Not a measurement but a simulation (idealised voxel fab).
Process module, titled voxel double patterning
It is cross-section cut that appears here, measuring 155 nm in width, its square cells being 5 nm in size.
Cross-section format: a grid of square cells, given as bands from top to bottom; each band is one or more rows of cells.
The band entry comprises the height of the band's top followed by the height of its bottom, expressed in nm, and subsequently the band's materials from left to right, each stated together with its width in nm. Where a single material is marked with the word "all across", that material fills the band from edge to edge. The word "air" represents empty space.
Height datum 0, below which the as-received substrate wafer is one material. Lowest band open at the bottom, running downward: "0 nm and below".
A width given as "30->40" starts at the first number in the band's top row and ends at the second number in its bottom row, shifting by an equal amount at every step from row to row.
"changes: none" means the step left every cell of the cross-section as it was.
Entry "Trapped void list" = empty spaces >= 8 cells with no open way to the top; each as width x height at distance, distance from left edge, all nm.
If you see something after the settings on a step's line, that's the simulator's own remark about that step.
The setting "overlay nm" may be written on the line of a step. When the step uses a mask, the value reports how far to the right of the planned place the mask lay, and a negative value reports that it lay to the left.
[Intended process steps]
1: RECEIVE | material Si
2: CONFORMAL_DEP | material SiO2 | thk nm 5
3: DIRECTIONAL_DEP | material polySi | thk nm 10
4: DIRECTIONAL_DEP | material SiN | thk nm 5
5: MASKED_ETCH | tone open | mask id FIRST | width nm 15 | pitch nm 50 | etch materials SiN | depth nm 10 | overlay nm 0
6: PATTERN | tone open | mask id SECOND | material resist | width nm 15 | pitch nm 50 | thk nm 15 | overlay nm 0
7: DIRECTIONAL_ETCH | etch materials SiN | depth nm 10
8: STRIP | etch materials resist
9: DIRECTIONAL_ETCH | etch materials polySi | depth nm 10
10: STRIP | etch materials SiN
The plan's step 4 thk nm is the first wafer's value; the wafers differ in this setting and start identical.
[Step 1 complete: as-received cross-section of the first of several wafers]
- 0 nm and below | Si all across
- Trapped void list: none
[Depicted here is the first of several wafers in cross-section, at module completion following the last step, step 10]
- 15 nm to 5 nm | polySi 20; air 15; polySi 10; air 15; polySi 10; air 15; polySi 10; air 15; polySi 10; air 15; polySi 20
- 5 nm to 0 nm | SiO2 all across
- 0 nm and below | Si all across
- Trapped void list: none
[Of the several wafers, the last: cross-section at the end of the module]
- 15 nm to 5 nm | polySi all across
- 5 nm to 0 nm | SiO2 all across
- 0 nm and below | Si all across
- Trapped void list: none
[each wafer at the end: cells of each material gained (+) or lost (-) since it was received, then its closed voids]
thk nm 5, +31 SiO2, +32 polySi, Trapped void list: none
thk nm 10, +31 SiO2, +32 polySi, Trapped void list: none
thk nm 15, +31 SiO2, +62 polySi, Trapped void list: none
thk nm 20, +31 SiO2, +62 polySi, Trapped void list: none
thk nm 25, +31 SiO2, +62 polySi, Trapped void list: none
